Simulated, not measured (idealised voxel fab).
The process module presented herein is designated voxel capacitor over wiring.
It is cross-section cut that appears here, measuring 280 nm in width, its square cells being 5 nm in size.
Bands, listed from the top down, are how a cross-section gets written in this document; the cross-section itself is a grid of square cells, and a band is one or more rows of them.
Basically the band line says how high the top is and how high the bottom is, in nm, and then what's in it from left to right, every material with its width in nm. Empty space shows up as "air", and if a single material carries "throughout" it runs the full band edge to edge.
It should be noted that heights are counted from 0, beneath which the wafer as supplied is of one material throughout, and that the lowest band possesses no lower boundary but continues downward, as written in "from 0 down".
A width given as "30 to 40" starts at the first number in the band's top row and ends at the second number in its bottom row, shifting by an equal amount at every step from row to row.
Basically "no alteration" means that step didn't change any cell in the cross-section.
The list in "Closed void inventory" covers empty spaces of 8 cells or more that cannot reach the top through any open way, and it gives each as width x height at distance; the distance is from the left edge, and width, height and distance are in nm.
It should be noted that, on the line of a given step, the content following the step's settings is a remark produced by the simulator itself with respect to that step.
Steps that use a mask can have "overlay nm" on their line. It says how far the mask sat to the right of where it was meant to be. Negative means to the left.

PROCESS STEPS (PLANNED)
1,op RECEIVE | material Si
2,op CONFORMAL_DEP | material SiO2 | thk nm 15
3,op CONFORMAL_DEP | material SiCN | thk nm 5
4,op DIRECTIONAL_DEP | material lowk | thk nm 15
5,op MASKED_ETCH | tone open | mask id METAL_1 | width nm 25 | pitch nm 90 | etch materials lowk | depth nm 15 | overlay nm 0
6,op MASKED_ETCH | tone open | mask id METAL_1 | width nm 25 | pitch nm 90 | etch materials SiCN | depth nm 5 | overlay nm 0
7,op CONFORMAL_DEP | material TiN | thk nm 5
8,op FILL_DEP | material Cu | thk nm 5
9,op CMP | height nm 35
10,op CONFORMAL_DEP | material SiCN | thk nm 5
11,op DIRECTIONAL_DEP | material SiO2 | thk nm 20
12,op MASKED_ETCH | tone open | mask id PLUG_1 | width nm 15 | etch materials SiO2 | depth nm 20 | overlay nm -15
13,op MASKED_ETCH | tone open | mask id PLUG_1 | width nm 15 | etch materials SiCN | depth nm 5 | overlay nm 0
14,op EPI | material Ru | thk nm 10
15,op EPI | material Ru | thk nm 10
16,op EPI | material Ru | thk nm 5
17,op DIRECTIONAL_DEP | material TiN | thk nm 10
18,op DIRECTIONAL_DEP | material Al2O3 | thk nm 5
19,op DIRECTIONAL_DEP | material TiN | thk nm 5
20,op PATTERN | tone cover | mask id UPPER_PLATE | material resist | width nm 70 | thk nm 15 | overlay nm 0
21,op DIRECTIONAL_ETCH | etch materials TiN | depth nm 5
22,op DIRECTIONAL_ETCH | etch materials Al2O3 | depth nm 5
23,op STRIP | etch materials resist
24,op MASKED_ETCH | tone cover | mask id LOWER_PLATE | width nm 80 | etch materials TiN | depth nm 10 | overlay nm 0
25,op FILL_DEP | material SiO2 | thk nm 20
26,op CMP | height nm 95
27,op PATTERN | tone open | mask id PLUG_2 | material resist | width nm 15 | thk nm 20 | overlay nm 0
28,op DIRECTIONAL_ETCH | etch materials SiO2 | depth nm 15
29,op STRIP | etch materials resist
30,op CONFORMAL_DEP | material TiN | thk nm 5
31,op FILL_DEP | material W | thk nm 10
32,op CMP | height nm 95
33,op CONFORMAL_DEP | material SiCN | thk nm 5
Across this set of wafers, the varied parameter is the overlay nm of step 12. Starting conditions are identical for every wafer, and the plan reports the value assigned to the first wafer.

THE FIRST OF SEVERAL WAFERS AS RECEIVED, SHOWN IN CROSS-SECTION; THIS IS ITS STATE AFTER STEP 1
	from 0 down: Si throughout
	Closed void inventory: none

POST STEP 33, THE CLOSING STEP OF THE MODULE: FIRST OF SEVERAL WAFERS, CROSS-SECTIONED
	from 100 to 95: SiCN throughout
	from 95 to 85: 100 nm SiO2, then 5 nm TiN, then 5 nm W, then 5 nm TiN, then 165 nm SiO2
	from 85 to 75: 100 to 90 nm SiO2, then 15 to 70 nm TiN, then 165 to 120 nm SiO2
	from 75 to 70: 90 nm SiO2, then 70 nm Al2O3, then 120 nm SiO2
	from 70 to 60: 90 nm SiO2, then 75 nm TiN, then 115 nm SiO2
	from 60 to 50: SiO2 throughout
	from 50 to 40: 85 nm SiO2, then 5 nm TiN, then 190 nm SiO2
	from 40 to 35: SiCN throughout
	from 35 to 20: 80 nm lowk, then 5 nm TiN, then 15 nm Cu, then 5 nm TiN, then 65 nm lowk, then 5 nm TiN, then 15 nm Cu, then 5 nm TiN, then 85 nm lowk
	from 20 to 15: 80 nm SiCN, then 25 nm TiN, then 65 nm SiCN, then 25 nm TiN, then 85 nm SiCN
	from 15 to 0: SiO2 throughout
	from 0 down: Si throughout
	Closed void inventory: none

CROSS-SECTION, MODULE END, FINAL OF SEVERAL WAFERS
	from 100 to 95: SiCN throughout
	from 95 to 85: 100 nm SiO2, then 5 nm TiN, then 5 nm W, then 5 nm TiN, then 165 nm SiO2
	from 85 to 80: 100 nm SiO2, then 15 nm TiN, then 165 nm SiO2
	from 80 to 75: 90 nm SiO2, then 15 nm TiN, then 15 nm SiO2, then 40 nm TiN, then 120 nm SiO2
	from 75 to 70: 90 nm SiO2, then 15 nm Al2O3, then 15 nm SiO2, then 40 nm Al2O3, then 120 nm SiO2
	from 70 to 60: 85 nm SiO2, then 20 nm TiN, then 15 nm SiO2, then 45 nm TiN, then 115 nm SiO2
	from 60 to 55: 105 nm SiO2, then 15 nm TiN, then 160 nm SiO2
	from 55 to 50: 105 nm SiO2, then 15 nm Al2O3, then 160 nm SiO2
	from 50 to 40: 105 nm SiO2, then 15 nm TiN, then 160 nm SiO2
	from 40 to 35: SiCN throughout
	from 35 to 20: 80 nm lowk, then 5 nm TiN, then 15 nm Cu, then 5 nm TiN, then 65 nm lowk, then 5 nm TiN, then 15 nm Cu, then 5 nm TiN, then 85 nm lowk
	from 20 to 15: 80 nm SiCN, then 25 nm TiN, then 65 nm SiCN, then 25 nm TiN, then 85 nm SiCN
	from 15 to 0: SiO2 throughout
	from 0 down: Si throughout
	Closed void inventory: none

BASICALLY EACH WAFER GETS A LINE IN THE TABLE, SHOWING IT AT THE END OF THE MODULE: MATERIAL BY MATERIAL, THE CELLS IT GAINED (+) OR LOST (-) SINCE WE GOT IT, THEN ITS CLOSED VOIDS
overlay nm -15 | +14 Al2O3 | +18 Cu | +158 SiCN | +715 SiO2 | +75 TiN | +2 W | +138 lowk | Closed void inventory: none
overlay nm -10 | +14 Al2O3 | +18 Cu | +13 Ru | +157 SiCN | +703 SiO2 | +75 TiN | +2 W | +138 lowk | Closed void inventory: none
overlay nm -5 | +14 Al2O3 | +18 Cu | +14 Ru | +156 SiCN | +703 SiO2 | +75 TiN | +2 W | +138 lowk | Closed void inventory: none
overlay nm 0 | +14 Al2O3 | +18 Cu | +15 Ru | +155 SiCN | +703 SiO2 | +75 TiN | +2 W | +138 lowk | Closed void inventory: none
overlay nm 5 | +14 Al2O3 | +18 Cu | +14 Ru | +156 SiCN | +703 SiO2 | +75 TiN | +2 W | +138 lowk | Closed void inventory: none
overlay nm 10 | +14 Al2O3 | +18 Cu | +13 Ru | +157 SiCN | +703 SiO2 | +75 TiN | +2 W | +138 lowk | Closed void inventory: none
overlay nm 15 | +14 Al2O3 | +18 Cu | +158 SiCN | +715 SiO2 | +75 TiN | +2 W | +138 lowk | Closed void inventory: none
